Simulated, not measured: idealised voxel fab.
Proc. module: voxel local oxidation
It is cross-section cut that appears here, measuring 250 nm in width, its square cells being 5 nm in size.
A cross-section in this document is a grid of square cells, and it is written down as bands, the top band listed before the ones below it; a band is made up of one or more rows of cells. This entry defines a band. It first specifies the height of the band's top and the height of its bottom in nm, and then specifies the band's materials from left to right, stating each material with its width in nm. The word "all across" identifies a single material that fills the band from edge to edge, while the word "empty" identifies empty space. We count height from 0. Below that, the starting wafer is all one material. The lowest band never ends at the bottom but goes on down; see "0 -> down" for how that is written. So if you see something like "30..40" for the width, read it as the top row of the band sitting at the first number and the bottom row at the second, with every row in between moving by the same amount as the last. "no alterations made", as given for a step, is the statement that not any cell of the cross-section underwent a change during that step. So "Voids, sealed" is basically the list of trapped voids: any empty space of 8 cells or more that can't reach the top through an opening. They're written width x height at distance, the distance being from the left edge, and it's all nm. Note: text after step settings on the step line = simulator remark on that step. What "overlay nm" on a step's line means: if the step has a mask, that mask lay this far to the right of its planned place, or, when the value is negative, to the left.

-- Process steps - plan
1) RECEIVE: material Si
2) CONFORMAL_DEP: material SiO2, thk nm 5
3) CONFORMAL_DEP: material SiN, thk nm 15
4) DIRECTIONAL_DEP: material aC, thk nm 15
5) PATTERN: tone cover, mask id ACTIVE, material resist, width nm 125, thk nm 35, overlay nm 0
6) DIRECTIONAL_ETCH: etch materials aC, depth nm 15
7) STRIP: etch materials resist
8) DIRECTIONAL_ETCH: etch materials SiN, depth nm 15
9) STRIP: etch materials aC
10) SELECTIVE_ETCH: etch materials SiO2, depth nm 5
11) OXIDIZE: depth nm 15
12) STRIP: etch materials SiN

-- Received-state cross-section, reflecting completion of step 1
    0 -> down = Si all across
    Voids, sealed: none

-- Cross-section: first of two wafers, module finished, run according to plan
    5 -> 0 = empty 65 nm / SiO2 115 nm / empty 70 nm
    0 -> -15 = SiO2 80 nm / Si 85 nm / SiO2 85 nm
    -15 -> down = Si all across
    Voids, sealed: none

-- Cross-section at end of module for the second wafer of two, which matched the first in starting point and plan and differed by one mistake in its processing
    5 -> 0 = empty 65 nm / SiO2 115 nm / empty 70 nm
    0 -> -25 = SiO2 90 nm / Si 65 nm / SiO2 95 nm
    -25 -> down = Si all across
    Voids, sealed: none
Deviation from plan: step 11 was not run as planned; what actually ran was OXIDIZE: depth nm 25
Final tally in cells, some materials are higher or lower on the second wafer than on the first: -86 Si | +86 SiO2
